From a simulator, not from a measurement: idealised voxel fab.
Process module in this document: voxel ribs on slabs
Square cells of 5 nm make up the cross-section cut, whose width is 150 nm.
How to read a cross-section here: the picture is a grid of square cells, written as bands going from the top down, and any band can span one or more rows of cells.
The band entry comprises the height of the band's top followed by the height of its bottom, expressed in nm, and subsequently the band's materials from left to right, each stated together with its width in nm. Where a single material is marked with the word "throughout", that material fills the band from edge to edge. The word "air" represents empty space.
Height reference: 0 = level under which incoming wafer is all one material. Lowest band: no bottom, runs on downward, e.g. "top 0, no bottom".
It should be noted that a width expressed as "30 to 40" varies in equal increments from row to row of cells within the band, taking the value of the first number at the top row and that of the second number at the bottom row.
The designation "remains unaltered", where it is given for a processing step, indicates that no cell of the cross-section was altered in the course of that step.
"Cavities, closed" lists enclosed empty spaces (at least 8 cells, no open path upward to the top), each as width x height at distance from the left edge, in nm.
Where a step's line continues beyond its settings, the continuation is a remark by the simulator itself on that step.
overlay nm: step with mask; distance mask lay right of planned place; negative value = left of planned place.

## Steps planned for the process
| 1 | RECEIVE | material Si |
| 2 | DIRECTIONAL_DEP | material SiO2 | thk nm 25 |
| 3 | DIRECTIONAL_DEP | material polySi | thk nm 25 |
| 4 | MASKED_ETCH | tone cover | mask id RIB | width nm 20 | etch materials polySi | depth nm 5 | overlay nm 0 |
| 5 | MASKED_ETCH | tone cover | mask id SLAB | width nm 50 | etch materials polySi | depth nm 20 | overlay nm 0 |
| 6 | FILL_DEP | material SiO2 | thk nm 25 |
| 7 | CMP | height nm 65 |
| 8 | DIRECTIONAL_DEP | material W | thk nm 5 |
| 9 | DIRECTIONAL_DEP | material aC | thk nm 10 |
| 10 | PATTERN | tone cover | mask id HEATER | material resist | width nm 30 | thk nm 25 | overlay nm 0 |
| 11 | DIRECTIONAL_ETCH | etch materials aC | depth nm 10 |
| 12 | STRIP | etch materials resist |
| 13 | DIRECTIONAL_ETCH | etch materials W | depth nm 5 |
| 14 | STRIP | etch materials aC |
| 15 | CONFORMAL_DEP | material SiN | thk nm 5 |

## Cross-section of the wafer as it came to us, i.e., already through step 1
- top 0, no bottom: Si throughout
- Cavities, closed: none

## Below is the wafer in cross-section after the module was completed. It began from the starting point shown above and followed the plan shown above, except that one mistake was made while running it
- top 75, bottom 70: 55 of air; 40 of SiN; 55 of air
- top 70, bottom 65: 60 of SiN; 30 of W; 60 of SiN
- top 65, bottom 50: SiO2 throughout
- top 50, bottom 45: 65 of SiO2; 20 of polySi; 65 of SiO2
- top 45, bottom 25: 50 of SiO2; 55 of polySi; 45 of SiO2
- top 25, bottom 0: SiO2 throughout
- top 0, no bottom: Si throughout
- Cavities, closed: none
Plan not followed: off-plan run, step 5, actual operation and settings MASKED_ETCH | tone cover | mask id SLAB | width nm 55 | etch materials polySi | depth nm 20 | overlay nm 0
